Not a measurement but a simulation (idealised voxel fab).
Process module name: voxel local oxidation
It is cross-section cut that appears here, measuring 250 nm in width, its square cells being 5 nm in size.
A cross-section is a grid of square cells, given in bands from the top down. A band is one or more rows of cells. In this notation a band is specified by the heights of its top and bottom, in that order and in nm, after which its materials appear from left to right, each paired with its width in nm. The word "everywhere" attached to a single material means that material fills the band from edge to edge; the word "blank" stands for empty space. Counting heights begins at 0, where everything beneath is, in the wafer as received, one material. The lowest band has no bottom; it goes on downwards, as "0 down" shows. Quick explanation for "30..40": the width changes in equal steps down the rows of cells, from the first number in the band's top row to the second number in its bottom row. When a step is marked "no change", none of the cells in the cross-section changed during that step. The entry "Sealed void list" lists the empty spaces that cover at least 8 cells and have no open path to the top. Each is written as width x height at distance, where the distance is measured from the left edge and all three values are in nm. What comes after the settings on a step's line is commentary from the simulator itself on that step. overlay nm: right-of-plan distance of the mask on a masked step; negative values mean left-of-plan.
-- Planned step list for the process
- 1: RECEIVE, material Si
- 2: OXIDIZE, depth nm 5
- 3: CONFORMAL_DEP, material SiN, thk nm 15
- 4: DIRECTIONAL_DEP, material aC, thk nm 15
- 5: PATTERN, tone cover, mask id ACTIVE, material resist, width nm 85, thk nm 35, overlay nm 0
- 6: DIRECTIONAL_ETCH, etch materials aC, depth nm 15
- 7: STRIP, etch materials resist
- 8: DIRECTIONAL_ETCH, etch materials SiN, depth nm 15
- 9: STRIP, etch materials aC
- 10: SELECTIVE_ETCH, etch materials SiO2, depth nm 5
- 11: OXIDIZE, depth nm 10
- 12: STRIP, etch materials SiN
varied across the wafers: width nm of step 5. The plan shows the first wafer's value. All wafers start alike
-- As-received state after step 1, first of several wafers, cross-section
- 0 down: Si everywhere
- Sealed void list: none
-- The following table contains a row per wafer, in which are reported, at the conclusion of the module, the cells of each material gained (+) or lost (-) since the wafer's receipt, with its closed voids given thereafter
width nm 85; -128 Si; +93 SiO2; Sealed void list: none
width nm 90; -126 Si; +92 SiO2; Sealed void list: none
width nm 95; -124 Si; +91 SiO2; Sealed void list: none
width nm 100; -122 Si; +90 SiO2; Sealed void list: none
width nm 105; -120 Si; +89 SiO2; Sealed void list: none
width nm 110; -118 Si; +88 SiO2; Sealed void list: none
